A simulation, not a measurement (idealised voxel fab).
Process module, titled voxel gate over fins
Xsec cut, 240 nm wide, square cell size 5 nm.
For the purposes of this document, a cross-section shall be understood as a grid of square cells, specified as bands listed in top-to-bottom order, each band consisting of one or more rows of cells. This entry defines a band. It first specifies the height of the band's top and the height of its bottom in nm, and then specifies the band's materials from left to right, stating each material with its width in nm. The word "everywhere" identifies a single material that fills the band from edge to edge, while the word "blank" identifies empty space. Heights are measured from 0, the level below which the as-received wafer is all one material; the lowest band has no bottom and continues downward, written as in "from 0 down". A width given as "30 to 40" starts at the first number in the band's top row and ends at the second number in its bottom row, shifting by an equal amount at every step from row to row. It should be understood that the words "stayed the same", when stated for a given step, signify that the cross-section underwent no change in any of its cells during that step. Closed-off voids of 8+ cells (no open route to the top) go in "Entrapped voids", written width x height at distance from the left edge, in nm. after a step's settings: what the simulator itself notes on the step. If you see "overlay nm" on a step's line and that step has a mask, it's telling you how far right of where it was planned the mask ended up; a negative number means it went left instead.
# The following list gives the planned process steps
- 1: RECEIVE [material Si]
- 2: CONFORMAL_DEP [material SiN] [thk nm 10]
- 3: MASKED_ETCH [tone cover] [mask id FINS] [width nm 15] [pitch nm 50] [etch materials SiN] [depth nm 10] [overlay nm 0]
- 4: MASKED_ETCH [tone cover] [mask id FINS] [width nm 15] [pitch nm 50] [etch materials Si] [depth nm 40] [overlay nm 0]
- 5: FILL_DEP [material SiO2] [thk nm 5]
- 6: CMP [height nm 10]
- 7: MASKED_ETCH [tone open] [mask id RAIL] [width nm 15] [etch materials SiO2] [depth nm 45] [overlay nm 0]
- 8: CONFORMAL_DEP [material TiN] [thk nm 5]
- 9: FILL_DEP [material Ru] [thk nm 5]
- 10: CMP [height nm 10]
- 11: SELECTIVE_ETCH [etch materials W Ru TiN] [depth nm 30]
- 12: FILL_DEP [material SiO2] [thk nm 5]
- 13: CMP [height nm 10]
- 14: SELECTIVE_ETCH [etch materials SiO2] [depth nm 20]
- 15: STRIP [etch materials SiN]
- 16: CONFORMAL_DEP [material HfO2] [thk nm 5]
- 17: CONFORMAL_DEP [material TiN] [thk nm 5]
- 18: FILL_DEP [material W] [thk nm 15]
- 19: CMP [height nm 20]
- 20: CONFORMAL_DEP [material SiN] [thk nm 10]
# Cross-section of the wafer upon arrival, representing the state reached after step 1
- from 0 down = Si everywhere
- Entrapped voids: none
# Look at the cross-section after the module: the wafer started out the way shown above and the plan was the one shown above, yet one mistake was made along the way
- from 30 to 20 = SiN everywhere
- from 20 to 10 = W everywhere
- from 10 to 5 = W=50, then TiN=35, then W=15, then TiN=35, then W=15, then TiN=35, then W=55
- from 5 to 0 = W=50, then TiN=5, then HfO2=25, then TiN=5, then W=15, then TiN=5, then HfO2=25, then TiN=5, then W=15, then TiN=5, then HfO2=25, then TiN=5, then W=55
- from 0 to -10 = W=50, then TiN=5, then HfO2=5, then Si=15, then HfO2=5, then TiN=5, then W=15, then TiN=5, then HfO2=5, then Si=15, then HfO2=5, then TiN=5, then W=15, then TiN=5, then HfO2=5, then Si=15, then HfO2=5, then TiN=5, then W=55
- from -10 to -15 = W=50, then TiN=5, then HfO2=5, then Si=15, then HfO2=5, then TiN=25, then HfO2=5, then Si=15, then HfO2=5, then TiN=5, then W=15, then TiN=5, then HfO2=5, then Si=15, then HfO2=5, then TiN=5, then W=55
- from -15 to -20 = W=50, then TiN=5, then HfO2=5, then Si=15, then HfO2=35, then Si=15, then HfO2=5, then TiN=5, then W=15, then TiN=5, then HfO2=5, then Si=15, then HfO2=5, then TiN=5, then W=55
- from -20 to -25 = TiN=55, then HfO2=5, then Si=15, then HfO2=10, then TiN=5, then Ru=5, then TiN=5, then HfO2=10, then Si=15, then HfO2=5, then TiN=25, then HfO2=5, then Si=15, then HfO2=5, then TiN=60
- from -25 to -30 = HfO2=60, then Si=15, then HfO2=10, then TiN=5, then Ru=5, then TiN=5, then HfO2=10, then Si=15, then HfO2=35, then Si=15, then HfO2=65
- from -30 to -35 = SiO2=60, then Si=15, then SiO2=10, then TiN=15, then SiO2=10, then Si=15, then SiO2=35, then Si=15, then SiO2=65
- from -35 to -40 = SiO2=60, then Si=15, then SiO2=35, then Si=15, then SiO2=35, then Si=15, then SiO2=65
- from -40 down = Si everywhere
- Entrapped voids: none
Run error: the plan had its step 14 run twice
